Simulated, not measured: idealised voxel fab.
You're looking at the process module voxel double patterning.
Xsec cut, 295 nm wide, square cell size 5 nm.
Think of the cross-section as a grid of square cells. We describe it in bands, top to bottom, and each band covers one or more rows of those cells. Within each band entry, the heights of the top and of the bottom of the band appear first, in that order and in nm; the materials of the band then follow from left to right, each with its corresponding width in nm. The designation "edge to edge" on a single material indicates that it fills the band from edge to edge; the designation "blank" indicates empty space. Counting heights begins at 0, where everything beneath is, in the wafer as received, one material. The lowest band has no bottom; it goes on downwards, as "0 nm and below" shows. A two-number width, for instance "30..40", indicates that the width is equal to the first number in the top row of the band and to the second number in the bottom row, and that it changes by a constant amount per row of cells. "no change" means the step left every cell of the cross-section as it was. "Closed cavity list" specifies each empty space that is not open to the top and that occupies no fewer than 8 cells, using the form width x height at distance, the distance measured from the left edge and all three quantities in nm. Text after the settings on a step's line: the simulator's own remark on that step. You can add "overlay nm" to a step's line. For a step with a mask, it describes how far the mask lay to the right of its planned position, and a negative number describes a lay to the left.

The planned process steps are enumerated hereunder:
step 1: op RECEIVE | material Si
step 2: op CONFORMAL_DEP | material SiO2 | thk nm 10
step 3: op DIRECTIONAL_DEP | material polySi | thk nm 15
step 4: op DIRECTIONAL_DEP | material SiCN | thk nm 10
step 5: op MASKED_ETCH | tone open | mask id FIRST | width nm 15 | pitch nm 50 | etch materials SiCN | depth nm 10 | overlay nm 0
step 6: op DIRECTIONAL_DEP | material aC | thk nm 15
step 7: op PATTERN | tone open | mask id SECOND | material resist | width nm 15 | pitch nm 50 | thk nm 35 | overlay nm 0
step 8: op DIRECTIONAL_ETCH | etch materials aC | depth nm 15
step 9: op STRIP | etch materials resist
step 10: op DIRECTIONAL_ETCH | etch materials SiCN | depth nm 10
step 11: op STRIP | etch materials aC
step 12: op DIRECTIONAL_ETCH | etch materials polySi | depth nm 15
step 13: op STRIP | etch materials SiCN

This is the cross-section of the wafer as we received it, i.e. after step 1:
0 nm and below | Si edge to edge
Closed cavity list: none

The first of two wafers, cross-sectioned at the end of the module, with the run proceeding as planned:
25 nm to 10 nm | polySi: 90, then blank: 15, then polySi: 10, then blank: 15, then polySi: 10, then blank: 15, then polySi: 10, then blank: 15, then polySi: 10, then blank: 15, then polySi: 90
10 nm to 0 nm | SiO2 edge to edge
0 nm and below | Si edge to edge
Closed cavity list: none

So this is wafer number two of the two, cut at the end of the module - it started where the first did and had the same plan, we just got one thing wrong running it:
15 nm to 0 nm | polySi: 90, then blank: 15, then polySi: 10, then blank: 15, then polySi: 10, then blank: 15, then polySi: 10, then blank: 15, then polySi: 10, then blank: 15, then polySi: 90
0 nm and below | Si edge to edge
Closed cavity list: none
The mistake made against the process plan was this: the plan's step 2 went unexecuted, having been skipped
Final tally in cells, some materials are higher or lower on the second wafer than on the first: SiO2 -118
